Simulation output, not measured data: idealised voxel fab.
The document below concerns the process module designated voxel self aligned contacts.
Square cell edge 5 nm, section width 160 nm, ID cut.
Heads up, the way a cross-section reads in here is a grid of square cells, handed over as bands from the top down, with every band being one or more rows of cells. What a band's entry tells you: where the top is and where the bottom is, as heights in nm, and after that what lies inside, material by material from left to right, each with its width in nm. Empty space is written as the word "blank", and a single material marked with the word "all across" occupies the band from edge to edge. A quick word on heights: they are counted from 0, and under that level the wafer as it came to us is one material throughout. The lowest band is different from the rest in having no bottom; it simply continues downward, written as in "0..down". Width spec "30..40" -> top row of cells at first value, bottom row at second value, equal per-row change in between. Take "nothing changed" at face value: in the step it is given for, the cross-section changed in none of its cells. Closed voids list: empty space of 8 cells or more with no open way to the top, each as width x height at its distance from the left edge, in nm. Where a step's line continues beyond its settings, the continuation is a remark by the simulator itself on that step. overlay nm: for a step with a mask, the amount by which the mask lay right of where it was planned; a negative amount means left of it. Note on reading: below, each pair holds a cross-section from before one process step and one from after it; the one from after shows only down to the lowest band that changed. Beneath the pair, the step in between is stated along with its settings. The pairs can stem from different runs of this module on the same starting wafer. Where a pair's entry headed "Cross-section, before" says so, and only there, that pair continues from the pair above it.
# Cross-section, before
	0..down  Si all across
	Closed voids list: none
# After the Step
	0..-5  SiO2 all across
	Heights below -5 show no change.
	Closed voids list: none
Which step turns the before cross-section above into the after cross-section? OXIDIZE, depth nm 5
Cross-section, before: = after-state of the pair above.
# After the Step
	25..0  polySi all across
	Heights below 0 show no change.
	Closed voids list: none
Which step turns the before cross-section above into the after cross-section? DIRECTIONAL_DEP, material polySi, thk nm 25
Cross-section, before: = after-state of the pair above.
# After the Step
	45..25  SiN all across
	Heights below 25 show no change.
	Closed voids list: none
Which step turns the before cross-section above into the after cross-section? DIRECTIONAL_DEP, material SiN, thk nm 20
Cross-section, before: = after-state of the pair above.
# After the Step
	60..45  blank 25 nm; resist 35 nm; blank 35 nm; resist 35 nm; blank 30 nm
	Heights below 45 show no change.
	Closed voids list: none
Which step turns the before cross-section above into the after cross-section? PATTERN, tone cover, mask id GATE, material resist, width nm 35, pitch nm 70, thk nm 15, overlay nm 0
Cross-section, before: = after-state of the pair above.
# After the Step
	60..45  blank 25 nm; resist 35 nm; blank 35 nm; resist 35 nm; blank 30 nm
	45..25  blank 25 nm; SiN 35 nm; blank 35 nm; SiN 35 nm; blank 30 nm
	Heights below 25 show no change.
	Closed voids list: none
Which step turns the before cross-section above into the after cross-section? DIRECTIONAL_ETCH, etch materials SiN, depth nm 20
Cross-section, before: = after-state of the pair above.
# After the Step
	60..45  blank 25 nm; resist 35 nm; blank 35 nm; resist 35 nm; blank 30 nm
	45..25  blank 25 nm; SiN 35 nm; blank 35 nm; SiN 35 nm; blank 30 nm
	25..0  blank 25 nm; polySi 35 nm; blank 35 nm; polySi 35 nm; blank 30 nm
	Heights below 0 show no change.
	Closed voids list: none
Which step turns the before cross-section above into the after cross-section? DIRECTIONAL_ETCH, etch materials polySi, depth nm 25
Cross-section, before: = after-state of the pair above.
# After the Step
	45..25  blank 25 nm; SiN 35 nm; blank 35 nm; SiN 35 nm; blank 30 nm
	Heights below 25 show no change.
	Closed voids list: none
Which step turns the before cross-section above into the after cross-section? STRIP, etch materials resist
Cross-section, before: = after-state of the pair above.
# After the Step
	50..25  blank 20 nm; SiN 45 nm; blank 25 nm; SiN 45 nm; blank 25 nm
	25..5  blank 20 nm; SiN 5 nm; polySi 35 nm; SiN 5 nm; blank 25 nm; SiN 5 nm; polySi 35 nm; SiN 5 nm; blank 25 nm
	5..0  SiN 25 nm; polySi 35 nm; SiN 35 nm; polySi 35 nm; SiN 30 nm
	Heights below 0 show no change.
	Closed voids list: none
Which step turns the before cross-section above into the after cross-section? CONFORMAL_DEP, material SiN, thk nm 5
Cross-section, before: = after-state of the pair above.
# After the Step
	45..25  blank 20 nm; SiN 45 nm; blank 25 nm; SiN 45 nm; blank 25 nm
	25..0  blank 20 nm; SiN 5 nm; polySi 35 nm; SiN 5 nm; blank 25 nm; SiN 5 nm; polySi 35 nm; SiN 5 nm; blank 25 nm
	Heights below 0 show no change.
	Closed voids list: none
Which step turns the before cross-section above into the after cross-section? DIRECTIONAL_ETCH, etch materials SiN, depth nm 5
Cross-section, before: = after-state of the pair above.
# After the Step
	60..45  SiO2 all across
	45..25  SiO2 20 nm; SiN 45 nm; SiO2 25 nm; SiN 45 nm; SiO2 25 nm
	25..0  SiO2 20 nm; SiN 5 nm; polySi 35 nm; SiN 5 nm; SiO2 25 nm; SiN 5 nm; polySi 35 nm; SiN 5 nm; SiO2 25 nm
	Heights below 0 show no change.
	Closed voids list: none
Which step turns the before cross-section above into the after cross-section? FILL_DEP, material SiO2, thk nm 15
Cross-section, before: = after-state of the pair above.
# After the Step
	50..45  SiO2 all across
	Heights below 45 show no change.
	Closed voids list: none
Which step turns the before cross-section above into the after cross-section? CMP, height nm 50
Cross-section, before: = after-state of the pair above.
# After the Step
	65..50  resist 55 nm; blank 45 nm; resist 60 nm
	Heights below 50 show no change.
	Closed voids list: none
Which step turns the before cross-section above into the after cross-section? PATTERN, tone open, mask id CONTACT, material resist, width nm 45, thk nm 15, overlay nm 0
Cross-section, before: = after-state of the pair above.
# After the Step
	65..50  resist 55 nm; blank 45 nm; resist 60 nm
	50..45  SiO2 55 nm; blank 45 nm; SiO2 60 nm
	45..25  SiO2 20 nm; SiN 45 nm; blank 25 nm; SiN 45 nm; SiO2 25 nm
	25..0  SiO2 20 nm; SiN 5 nm; polySi 35 nm; SiN 5 nm; blank 25 nm; SiN 5 nm; polySi 35 nm; SiN 5 nm; SiO2 25 nm
	0..-5  SiO2 65 nm; blank 25 nm; SiO2 70 nm
	Heights below -5 show no change.
	Closed voids list: none
Which step turns the before cross-section above into the after cross-section? DIRECTIONAL_ETCH, etch materials SiO2, depth nm 55
Cross-section, before: = after-state of the pair above.
# After the Step
	50..45  SiO2 55 nm; blank 45 nm; SiO2 60 nm
	Heights below 45 show no change.
	Closed voids list: none
Which step turns the before cross-section above into the after cross-section? STRIP, etch materials resist
Cross-section, before: = after-state of the pair above.
# After the Step
	55..50  TiN 60 nm; blank 35 nm; TiN 65 nm
	50..45  SiO2 55 nm; TiN 15 nm; blank 15 nm; TiN 15 nm; SiO2 60 nm
	45..25  SiO2 20 nm; SiN 45 nm; TiN 5 nm; blank 15 nm; TiN 5 nm; SiN 45 nm; SiO2 25 nm
	25..0  SiO2 20 nm; SiN 5 nm; polySi 35 nm; SiN 5 nm; TiN 5 nm; blank 15 nm; TiN 5 nm; SiN 5 nm; polySi 35 nm; SiN 5 nm; SiO2 25 nm
	0..-5  SiO2 65 nm; TiN 25 nm; SiO2 70 nm
	Heights below -5 show no change.
	Closed voids list: none
Which step turns the before cross-section above into the after cross-section? CONFORMAL_DEP, material TiN, thk nm 5
Cross-section, before: = after-state of the pair above.
# After the Step
	65..55  Ru all across
	55..50  TiN 60 nm; Ru 35 nm; TiN 65 nm
	50..45  SiO2 55 nm; TiN 15 nm; Ru 15 nm; TiN 15 nm; SiO2 60 nm
	45..25  SiO2 20 nm; SiN 45 nm; TiN 5 nm; Ru 15 nm; TiN 5 nm; SiN 45 nm; SiO2 25 nm
	25..0  SiO2 20 nm; SiN 5 nm; polySi 35 nm; SiN 5 nm; TiN 5 nm; Ru 15 nm; TiN 5 nm; SiN 5 nm; polySi 35 nm; SiN 5 nm; SiO2 25 nm
	Heights below 0 show no change.
	Closed voids list: none
Which step turns the before cross-section above into the after cross-section? FILL_DEP, material Ru, thk nm 10
Cross-section, before: = after-state of the pair above.
# After the Step
	50..45  SiO2 55 nm; TiN 15 nm; Ru 15 nm; TiN 15 nm; SiO2 60 nm
	Heights below 45 show no change.
	Closed voids list: none
Which step turns the before cross-section above into the after cross-section? CMP, height nm 50
Cross-section, before: = after-state of the pair above.
# After the Step
	55..50  SiN all across
	Heights below 50 show no change.
	Closed voids list: none
Which step turns the before cross-section above into the after cross-section? CONFORMAL_DEP, material SiN, thk nm 5
# Cross-section, before
	0..down  Si all across
	Closed voids list: none
# After the Step
	25..0  polySi all across
	Heights below 0 show no change.
	Closed voids list: none
Which step turns the before cross-section above into the after cross-section? DIRECTIONAL_DEP, material polySi, thk nm 25
Cross-section, before: = after-state of the pair above.
# After the Step
	45..25  SiN all across
	Heights below 25 show no change.
	Closed voids list: none
Which step turns the before cross-section above into the after cross-section? DIRECTIONAL_DEP, material SiN, thk nm 20
Cross-section, before: = after-state of the pair above.
# After the Step
	60..45  blank 25 nm; resist 35 nm; blank 35 nm; resist 35 nm; blank 30 nm
	Heights below 45 show no change.
	Closed voids list: none
Which step turns the before cross-section above into the after cross-section? PATTERN, tone cover, mask id GATE, material resist, width nm 35, pitch nm 70, thk nm 15, overlay nm 0
Cross-section, before: = after-state of the pair above.
# After the Step
	60..45  blank 25 nm; resist 35 nm; blank 35 nm; resist 35 nm; blank 30 nm
	45..25  blank 25 nm; SiN 35 nm; blank 35 nm; SiN 35 nm; blank 30 nm
	Heights below 25 show no change.
	Closed voids list: none
Which step turns the before cross-section above into the after cross-section? DIRECTIONAL_ETCH, etch materials SiN, depth nm 20
Cross-section, before: = after-state of the pair above.
# After the Step
	60..45  blank 25 nm; resist 35 nm; blank 35 nm; resist 35 nm; blank 30 nm
	45..25  blank 25 nm; SiN 35 nm; blank 35 nm; SiN 35 nm; blank 30 nm
	25..0  blank 25 nm; polySi 35 nm; blank 35 nm; polySi 35 nm; blank 30 nm
	Heights below 0 show no change.
	Closed voids list: none
Which step turns the before cross-section above into the after cross-section? DIRECTIONAL_ETCH, etch materials polySi, depth nm 25
Cross-section, before: = after-state of the pair above.
# After the Step
	45..25  blank 25 nm; SiN 35 nm; blank 35 nm; SiN 35 nm; blank 30 nm
	Heights below 25 show no change.
	Closed voids list: none
Which step turns the before cross-section above into the after cross-section? STRIP, etch materials resist
Cross-section, before: = after-state of the pair above.
# After the Step
	50..25  blank 20 nm; SiN 45 nm; blank 25 nm; SiN 45 nm; blank 25 nm
	25..5  blank 20 nm; SiN 5 nm; polySi 35 nm; SiN 5 nm; blank 25 nm; SiN 5 nm; polySi 35 nm; SiN 5 nm; blank 25 nm
	5..0  SiN 25 nm; polySi 35 nm; SiN 35 nm; polySi 35 nm; SiN 30 nm
	Heights below 0 show no change.
	Closed voids list: none
Which step turns the before cross-section above into the after cross-section? CONFORMAL_DEP, material SiN, thk nm 5
Cross-section, before: = after-state of the pair above.
# After the Step
	45..25  blank 20 nm; SiN 45 nm; blank 25 nm; SiN 45 nm; blank 25 nm
	25..0  blank 20 nm; SiN 5 nm; polySi 35 nm; SiN 5 nm; blank 25 nm; SiN 5 nm; polySi 35 nm; SiN 5 nm; blank 25 nm
	Heights below 0 show no change.
	Closed voids list: none
Which step turns the before cross-section above into the after cross-section? DIRECTIONAL_ETCH, etch materials SiN, depth nm 5
Cross-section, before: = after-state of the pair above.
# After the Step
	60..45  SiO2 all across
	45..25  SiO2 20 nm; SiN 45 nm; SiO2 25 nm; SiN 45 nm; SiO2 25 nm
	25..0  SiO2 20 nm; SiN 5 nm; polySi 35 nm; SiN 5 nm; SiO2 25 nm; SiN 5 nm; polySi 35 nm; SiN 5 nm; SiO2 25 nm
	Heights below 0 show no change.
	Closed voids list: none
Which step turns the before cross-section above into the after cross-section? FILL_DEP, material SiO2, thk nm 15
Cross-section, before: = after-state of the pair above.
# After the Step
	50..45  SiO2 all across
	Heights below 45 show no change.
	Closed voids list: none
Which step turns the before cross-section above into the after cross-section? CMP, height nm 50
Cross-section, before: = after-state of the pair above.
# After the Step
	65..50  resist 55 nm; blank 45 nm; resist 60 nm
	Heights below 50 show no change.
	Closed voids list: none
Which step turns the before cross-section above into the after cross-section? PATTERN, tone open, mask id CONTACT, material resist, width nm 45, thk nm 15, overlay nm 0
Cross-section, before: = after-state of the pair above.
# After the Step
	65..50  resist 55 nm; blank 45 nm; resist 60 nm
	50..45  SiO2 55 nm; blank 45 nm; SiO2 60 nm
	45..25  SiO2 20 nm; SiN 45 nm; blank 25 nm; SiN 45 nm; SiO2 25 nm
	25..0  SiO2 20 nm; SiN 5 nm; polySi 35 nm; SiN 5 nm; blank 25 nm; SiN 5 nm; polySi 35 nm; SiN 5 nm; SiO2 25 nm
	Heights below 0 show no change.
	Closed voids list: none
Which step turns the before cross-section above into the after cross-section? DIRECTIONAL_ETCH, etch materials SiO2, depth nm 55
Cross-section, before: = after-state of the pair above.
# After the Step
	50..45  SiO2 55 nm; blank 45 nm; SiO2 60 nm
	Heights below 45 show no change.
	Closed voids list: none
Which step turns the before cross-section above into the after cross-section? STRIP, etch materials resist
Cross-section, before: = after-state of the pair above.
# After the Step
	55..50  TiN 60 nm; blank 35 nm; TiN 65 nm
	50..45  SiO2 55 nm; TiN 15 nm; blank 15 nm; TiN 15 nm; SiO2 60 nm
	45..25  SiO2 20 nm; SiN 45 nm; TiN 5 nm; blank 15 nm; TiN 5 nm; SiN 45 nm; SiO2 25 nm
	25..5  SiO2 20 nm; SiN 5 nm; polySi 35 nm; SiN 5 nm; TiN 5 nm; blank 15 nm; TiN 5 nm; SiN 5 nm; polySi 35 nm; SiN 5 nm; SiO2 25 nm
	5..0  SiO2 20 nm; SiN 5 nm; polySi 35 nm; SiN 5 nm; TiN 25 nm; SiN 5 nm; polySi 35 nm; SiN 5 nm; SiO2 25 nm
	Heights below 0 show no change.
	Closed voids list: none
Which step turns the before cross-section above into the after cross-section? CONFORMAL_DEP, material TiN, thk nm 5
Cross-section, before: = after-state of the pair above.
# After the Step
	65..55  Ru all across
	55..50  TiN 60 nm; Ru 35 nm; TiN 65 nm
	50..45  SiO2 55 nm; TiN 15 nm; Ru 15 nm; TiN 15 nm; SiO2 60 nm
	45..25  SiO2 20 nm; SiN 45 nm; TiN 5 nm; Ru 15 nm; TiN 5 nm; SiN 45 nm; SiO2 25 nm
	25..5  SiO2 20 nm; SiN 5 nm; polySi 35 nm; SiN 5 nm; TiN 5 nm; Ru 15 nm; TiN 5 nm; SiN 5 nm; polySi 35 nm; SiN 5 nm; SiO2 25 nm
	Heights below 5 show no change.
	Closed voids list: none
Which step turns the before cross-section above into the after cross-section? FILL_DEP, material Ru, thk nm 10
Cross-section, before: = after-state of the pair above.
# After the Step
	50..45  SiO2 55 nm; TiN 15 nm; Ru 15 nm; TiN 15 nm; SiO2 60 nm
	Heights below 45 show no change.
	Closed voids list: none
Which step turns the before cross-section above into the after cross-section? CMP, height nm 50
Cross-section, before: = after-state of the pair above.
# After the Step
	55..50  SiN all across
	Heights below 50 show no change.
	Closed voids list: none
Which step turns the before cross-section above into the after cross-section? CONFORMAL_DEP, material SiN, thk nm 5
# Cross-section, before
	25..0  polySi all across
	0..-5  SiO2 all across
	-5..down  Si all across
	Closed voids list: none
# After the Step
	50..0  polySi all across
	Heights below 0 show no change.
	Closed voids list: none
Which step turns the before cross-section above into the after cross-section? DIRECTIONAL_DEP, material polySi, thk nm 25
Cross-section, before: = after-state of the pair above.
# After the Step
	70..50  SiN all across
	Heights below 50 show no change.
	Closed voids list: none
Which step turns the before cross-section above into the after cross-section? DIRECTIONAL_DEP, material SiN, thk nm 20
Cross-section, before: = after-state of the pair above.
# After the Step
	85..70  blank 25 nm; resist 35 nm; blank 35 nm; resist 35 nm; blank 30 nm
	Heights below 70 show no change.
	Closed voids list: none
Which step turns the before cross-section above into the after cross-section? PATTERN, tone cover, mask id GATE, material resist, width nm 35, pitch nm 70, thk nm 15, overlay nm 0
Cross-section, before: = after-state of the pair above.
# After the Step
	85..70  blank 25 nm; resist 35 nm; blank 35 nm; resist 35 nm; blank 30 nm
	70..50  blank 25 nm; SiN 35 nm; blank 35 nm; SiN 35 nm; blank 30 nm
	Heights below 50 show no change.
	Closed voids list: none
Which step turns the before cross-section above into the after cross-section? DIRECTIONAL_ETCH, etch materials SiN, depth nm 20
Cross-section, before: = after-state of the pair above.
# After the Step
	85..70  blank 25 nm; resist 35 nm; blank 35 nm; resist 35 nm; blank 30 nm
	70..50  blank 25 nm; SiN 35 nm; blank 35 nm; SiN 35 nm; blank 30 nm
	50..25  blank 25 nm; polySi 35 nm; blank 35 nm; polySi 35 nm; blank 30 nm
	Heights below 25 show no change.
	Closed voids list: none
Which step turns the before cross-section above into the after cross-section? DIRECTIONAL_ETCH, etch materials polySi, depth nm 25
Cross-section, before: = after-state of the pair above.
# After the Step
	70..50  blank 25 nm; SiN 35 nm; blank 35 nm; SiN 35 nm; blank 30 nm
	Heights below 50 show no change.
	Closed voids list: none
Which step turns the before cross-section above into the after cross-section? STRIP, etch materials resist
Cross-section, before: = after-state of the pair above.
# After the Step
	75..50  blank 20 nm; SiN 45 nm; blank 25 nm; SiN 45 nm; blank 25 nm
	50..30  blank 20 nm; SiN 5 nm; polySi 35 nm; SiN 5 nm; blank 25 nm; SiN 5 nm; polySi 35 nm; SiN 5 nm; blank 25 nm
	30..25  SiN 25 nm; polySi 35 nm; SiN 35 nm; polySi 35 nm; SiN 30 nm
	Heights below 25 show no change.
	Closed voids list: none
Which step turns the before cross-section above into the after cross-section? CONFORMAL_DEP, material SiN, thk nm 5
Cross-section, before: = after-state of the pair above.
# After the Step
	70..50  blank 20 nm; SiN 45 nm; blank 25 nm; SiN 45 nm; blank 25 nm
	50..25  blank 20 nm; SiN 5 nm; polySi 35 nm; SiN 5 nm; blank 25 nm; SiN 5 nm; polySi 35 nm; SiN 5 nm; blank 25 nm
	Heights below 25 show no change.
	Closed voids list: none
Which step turns the before cross-section above into the after cross-section? DIRECTIONAL_ETCH, etch materials SiN, depth nm 5
Cross-section, before: = after-state of the pair above.
# After the Step
	85..70  SiO2 all across
	70..50  SiO2 20 nm; SiN 45 nm; SiO2 25 nm; SiN 45 nm; SiO2 25 nm
	50..25  SiO2 20 nm; SiN 5 nm; polySi 35 nm; SiN 5 nm; SiO2 25 nm; SiN 5 nm; polySi 35 nm; SiN 5 nm; SiO2 25 nm
	Heights below 25 show no change.
	Closed voids list: none
Which step turns the before cross-section above into the after cross-section? FILL_DEP, material SiO2, thk nm 15
Cross-section, before: = after-state of the pair above.
# After the Step
	50..25  SiO2 20 nm; SiN 5 nm; polySi 35 nm; SiN 5 nm; SiO2 25 nm; SiN 5 nm; polySi 35 nm; SiN 5 nm; SiO2 25 nm
	Heights below 25 show no change.
	Closed voids list: none
Which step turns the before cross-section above into the after cross-section? CMP, height nm 50
Cross-section, before: = after-state of the pair above.
# After the Step
	65..50  resist 55 nm; blank 45 nm; resist 60 nm
	Heights below 50 show no change.
	Closed voids list: none
Which step turns the before cross-section above into the after cross-section? PATTERN, tone open, mask id CONTACT, material resist, width nm 45, thk nm 15, overlay nm 0
Cross-section, before: = after-state of the pair above.
# After the Step
	65..50  resist 55 nm; blank 45 nm; resist 60 nm
	50..25  SiO2 20 nm; SiN 5 nm; polySi 35 nm; SiN 5 nm; blank 25 nm; SiN 5 nm; polySi 35 nm; SiN 5 nm; SiO2 25 nm
	Heights below 25 show no change.
	Closed voids list: none
Which step turns the before cross-section above into the after cross-section? DIRECTIONAL_ETCH, etch materials SiO2, depth nm 55
Cross-section, before: = after-state of the pair above.
# After the Step
	50..25  SiO2 20 nm; SiN 5 nm; polySi 35 nm; SiN 5 nm; blank 25 nm; SiN 5 nm; polySi 35 nm; SiN 5 nm; SiO2 25 nm
	Heights below 25 show no change.
	Closed voids list: none
Which step turns the before cross-section above into the after cross-section? STRIP, etch materials resist
Cross-section, before: = after-state of the pair above.
# After the Step
	55..50  TiN 70 nm; blank 15 nm; TiN 75 nm
	50..30  SiO2 20 nm; SiN 5 nm; polySi 35 nm; SiN 5 nm; TiN 5 nm; blank 15 nm; TiN 5 nm; SiN 5 nm; polySi 35 nm; SiN 5 nm; SiO2 25 nm
	30..25  SiO2 20 nm; SiN 5 nm; polySi 35 nm; SiN 5 nm; TiN 25 nm; SiN 5 nm; polySi 35 nm; SiN 5 nm; SiO2 25 nm
	Heights below 25 show no change.
	Closed voids list: none
Which step turns the before cross-section above into the after cross-section? CONFORMAL_DEP, material TiN, thk nm 5
Cross-section, before: = after-state of the pair above.
# After the Step
	65..55  Ru all across
	55..50  TiN 70 nm; Ru 15 nm; TiN 75 nm
	50..30  SiO2 20 nm; SiN 5 nm; polySi 35 nm; SiN 5 nm; TiN 5 nm; Ru 15 nm; TiN 5 nm; SiN 5 nm; polySi 35 nm; SiN 5 nm; SiO2 25 nm
	Heights below 30 show no change.
	Closed voids list: none
Which step turns the before cross-section above into the after cross-section? FILL_DEP, material Ru, thk nm 10
Cross-section, before: = after-state of the pair above.
# After the Step
	50..30  SiO2 20 nm; SiN 5 nm; polySi 35 nm; SiN 5 nm; TiN 5 nm; Ru 15 nm; TiN 5 nm; SiN 5 nm; polySi 35 nm; SiN 5 nm; SiO2 25 nm
	Heights below 30 show no change.
	Closed voids list: none
Which step turns the before cross-section above into the after cross-section? CMP, height nm 50
Cross-section, before: = after-state of the pair above.
# After the Step
	55..50  SiN all across
	Heights below 50 show no change.
	Closed voids list: none
Which step turns the before cross-section above into the after cross-section? CONFORMAL_DEP, material SiN, thk nm 5
# Cross-section, before
	0..-5  SiO2 all across
	-5..down  Si all across
	Closed voids list: none
# After the Step
	20..0  SiN all across
	Heights below 0 show no change.
	Closed voids list: none
Which step turns the before cross-section above into the after cross-section? DIRECTIONAL_DEP, material SiN, thk nm 20
Cross-section, before: = after-state of the pair above.
# After the Step
	45..20  polySi all across
	Heights below 20 show no change.
	Closed voids list: none
Which step turns the before cross-section above into the after cross-section? DIRECTIONAL_DEP, material polySi, thk nm 25
Cross-section, before: = after-state of the pair above.
# After the Step
	60..45  blank 25 nm; resist 35 nm; blank 35 nm; resist 35 nm; blank 30 nm
	Heights below 45 show no change.
	Closed voids list: none
Which step turns the before cross-section above into the after cross-section? PATTERN, tone cover, mask id GATE, material resist, width nm 35, pitch nm 70, thk nm 15, overlay nm 0
Cross-section, before: = after-state of the pair above.
# After the Step
	60..45  blank 25 nm; resist 35 nm; blank 35 nm; resist 35 nm; blank 30 nm
	45..20  blank 25 nm; polySi 35 nm; blank 35 nm; polySi 35 nm; blank 30 nm
	Heights below 20 show no change.
	Closed voids list: none
Which step turns the before cross-section above into the after cross-section? DIRECTIONAL_ETCH, etch materials polySi, depth nm 25
Cross-section, before: = after-state of the pair above.
# After the Step
	45..20  blank 25 nm; polySi 35 nm; blank 35 nm; polySi 35 nm; blank 30 nm
	Heights below 20 show no change.
	Closed voids list: none
Which step turns the before cross-section above into the after cross-section? STRIP, etch materials resist
Cross-section, before: = after-state of the pair above.
# After the Step
	50..45  blank 20 nm; SiN 45 nm; blank 25 nm; SiN 45 nm; blank 25 nm
	45..25  blank 20 nm; SiN 5 nm; polySi 35 nm; SiN 5 nm; blank 25 nm; SiN 5 nm; polySi 35 nm; SiN 5 nm; blank 25 nm
	25..20  SiN 25 nm; polySi 35 nm; SiN 35 nm; polySi 35 nm; SiN 30 nm
	Heights below 20 show no change.
	Closed voids list: none
Which step turns the before cross-section above into the after cross-section? CONFORMAL_DEP, material SiN, thk nm 5
Cross-section, before: = after-state of the pair above.
# After the Step
	45..20  blank 20 nm; SiN 5 nm; polySi 35 nm; SiN 5 nm; blank 25 nm; SiN 5 nm; polySi 35 nm; SiN 5 nm; blank 25 nm
	Heights below 20 show no change.
	Closed voids list: none
Which step turns the before cross-section above into the after cross-section? DIRECTIONAL_ETCH, etch materials SiN, depth nm 5
Cross-section, before: = after-state of the pair above.
# After the Step
	60..45  SiO2 all across
	45..20  SiO2 20 nm; SiN 5 nm; polySi 35 nm; SiN 5 nm; SiO2 25 nm; SiN 5 nm; polySi 35 nm; SiN 5 nm; SiO2 25 nm
	Heights below 20 show no change.
	Closed voids list: none
Which step turns the before cross-section above into the after cross-section? FILL_DEP, material SiO2, thk nm 15
Cross-section, before: = after-state of the pair above.
# After the Step
	50..45  SiO2 all across
	Heights below 45 show no change.
	Closed voids list: none
Which step turns the before cross-section above into the after cross-section? CMP, height nm 50
Cross-section, before: = after-state of the pair above.
# After the Step
	65..50  resist 55 nm; blank 45 nm; resist 60 nm
	Heights below 50 show no change.
	Closed voids list: none
Which step turns the before cross-section above into the after cross-section? PATTERN, tone open, mask id CONTACT, material resist, width nm 45, thk nm 15, overlay nm 0
Cross-section, before: = after-state of the pair above.
# After the Step
	65..50  resist 55 nm; blank 45 nm; resist 60 nm
	50..45  SiO2 55 nm; blank 45 nm; SiO2 60 nm
	45..20  SiO2 20 nm; SiN 5 nm; polySi 35 nm; SiN 5 nm; blank 25 nm; SiN 5 nm; polySi 35 nm; SiN 5 nm; SiO2 25 nm
	Heights below 20 show no change.
	Closed voids list: none
Which step turns the before cross-section above into the after cross-section? DIRECTIONAL_ETCH, etch materials SiO2, depth nm 55
Cross-section, before: = after-state of the pair above.
# After the Step
	50..45  SiO2 55 nm; blank 45 nm; SiO2 60 nm
	Heights below 45 show no change.
	Closed voids list: none
Which step turns the before cross-section above into the after cross-section? STRIP, etch materials resist
Cross-section, before: = after-state of the pair above.
# After the Step
	55..50  TiN 60 nm; blank 35 nm; TiN 65 nm
	50..45  SiO2 55 nm; TiN 15 nm; blank 15 nm; TiN 15 nm; SiO2 60 nm
	45..25  SiO2 20 nm; SiN 5 nm; polySi 35 nm; SiN 5 nm; TiN 5 nm; blank 15 nm; TiN 5 nm; SiN 5 nm; polySi 35 nm; SiN 5 nm; SiO2 25 nm
	25..20  SiO2 20 nm; SiN 5 nm; polySi 35 nm; SiN 5 nm; TiN 25 nm; SiN 5 nm; polySi 35 nm; SiN 5 nm; SiO2 25 nm
	Heights below 20 show no change.
	Closed voids list: none
Which step turns the before cross-section above into the after cross-section? CONFORMAL_DEP, material TiN, thk nm 5
Cross-section, before: = after-state of the pair above.
# After the Step
	65..55  Ru all across
	55..50  TiN 60 nm; Ru 35 nm; TiN 65 nm
	50..45  SiO2 55 nm; TiN 15 nm; Ru 15 nm; TiN 15 nm; SiO2 60 nm
	45..25  SiO2 20 nm; SiN 5 nm; polySi 35 nm; SiN 5 nm; TiN 5 nm; Ru 15 nm; TiN 5 nm; SiN 5 nm; polySi 35 nm; SiN 5 nm; SiO2 25 nm
	Heights below 25 show no change.
	Closed voids list: none
Which step turns the before cross-section above into the after cross-section? FILL_DEP, material Ru, thk nm 10
Cross-section, before: = after-state of the pair above.
# After the Step
	50..45  SiO2 55 nm; TiN 15 nm; Ru 15 nm; TiN 15 nm; SiO2 60 nm
	Heights below 45 show no change.
	Closed voids list: none
Which step turns the before cross-section above into the after cross-section? CMP, height nm 50
Cross-section, before: = after-state of the pair above.
# After the Step
	55..50  SiN all across
	Heights below 50 show no change.
	Closed voids list: none
Which step turns the before cross-section above into the after cross-section? CONFORMAL_DEP, material SiN, thk nm 5
# Cross-section, before
	50..45  SiO2 55 nm; TiN 15 nm; Ru 15 nm; TiN 15 nm; SiO2 60 nm
	45..25  SiO2 20 nm; SiN 45 nm; TiN 5 nm; Ru 15 nm; TiN 5 nm; SiN 45 nm; SiO2 25 nm
	25..0  SiO2 20 nm; SiN 5 nm; polySi 35 nm; SiN 5 nm; TiN 5 nm; Ru 15 nm; TiN 5 nm; SiN 5 nm; polySi 35 nm; SiN 5 nm; SiO2 25 nm
	0..-5  SiO2 65 nm; TiN 25 nm; SiO2 70 nm
	-5..down  Si all across
	Closed voids list: none
# After the Step
	65..50  SiN all across
	Heights below 50 show no change.
	Closed voids list: none
Which step turns the before cross-section above into the after cross-section? CONFORMAL_DEP, material SiN, thk nm 15
# Cross-section, before
	45..25  SiN all across
	25..0  polySi all across
	0..-5  SiO2 all across
	-5..down  Si all across
	Closed voids list: none
# After the Step
	60..45  blank 30 nm; resist 25 nm; blank 45 nm; resist 25 nm; blank 35 nm
	Heights below 45 show no change.
	Closed voids list: none
Which step turns the before cross-section above into the after cross-section? PATTERN, tone cover, mask id GATE, material resist, width nm 25, pitch nm 70, thk nm 15, overlay nm 0
Cross-section, before: = after-state of the pair above.
# After the Step
	60..45  blank 30 nm; resist 25 nm; blank 45 nm; resist 25 nm; blank 35 nm
	45..25  blank 30 nm; SiN 25 nm; blank 45 nm; SiN 25 nm; blank 35 nm
	Heights below 25 show no change.
	Closed voids list: none
Which step turns the before cross-section above into the after cross-section? DIRECTIONAL_ETCH, etch materials SiN, depth nm 20
Cross-section, before: = after-state of the pair above.
# After the Step
	60..45  blank 30 nm; resist 25 nm; blank 45 nm; resist 25 nm; blank 35 nm
	45..25  blank 30 nm; SiN 25 nm; blank 45 nm; SiN 25 nm; blank 35 nm
	25..0  blank 30 nm; polySi 25 nm; blank 45 nm; polySi 25 nm; blank 35 nm
	Heights below 0 show no change.
	Closed voids list: none
Which step turns the before cross-section above into the after cross-section? DIRECTIONAL_ETCH, etch materials polySi, depth nm 25
Cross-section, before: = after-state of the pair above.
# After the Step
	45..25  blank 30 nm; SiN 25 nm; blank 45 nm; SiN 25 nm; blank 35 nm
	Heights below 25 show no change.
	Closed voids list: none
Which step turns the before cross-section above into the after cross-section? STRIP, etch materials resist
Cross-section, before: = after-state of the pair above.
# After the Step
	50..25  blank 25 nm; SiN 35 nm; blank 35 nm; SiN 35 nm; blank 30 nm
	25..5  blank 25 nm; SiN 5 nm; polySi 25 nm; SiN 5 nm; blank 35 nm; SiN 5 nm; polySi 25 nm; SiN 5 nm; blank 30 nm
	5..0  SiN 30 nm; polySi 25 nm; SiN 45 nm; polySi 25 nm; SiN 35 nm
	Heights below 0 show no change.
	Closed voids list: none
Which step turns the before cross-section above into the after cross-section? CONFORMAL_DEP, material SiN, thk nm 5
Cross-section, before: = after-state of the pair above.
# After the Step
	45..25  blank 25 nm; SiN 35 nm; blank 35 nm; SiN 35 nm; blank 30 nm
	25..0  blank 25 nm; SiN 5 nm; polySi 25 nm; SiN 5 nm; blank 35 nm; SiN 5 nm; polySi 25 nm; SiN 5 nm; blank 30 nm
	Heights below 0 show no change.
	Closed voids list: none
Which step turns the before cross-section above into the after cross-section? DIRECTIONAL_ETCH, etch materials SiN, depth nm 5
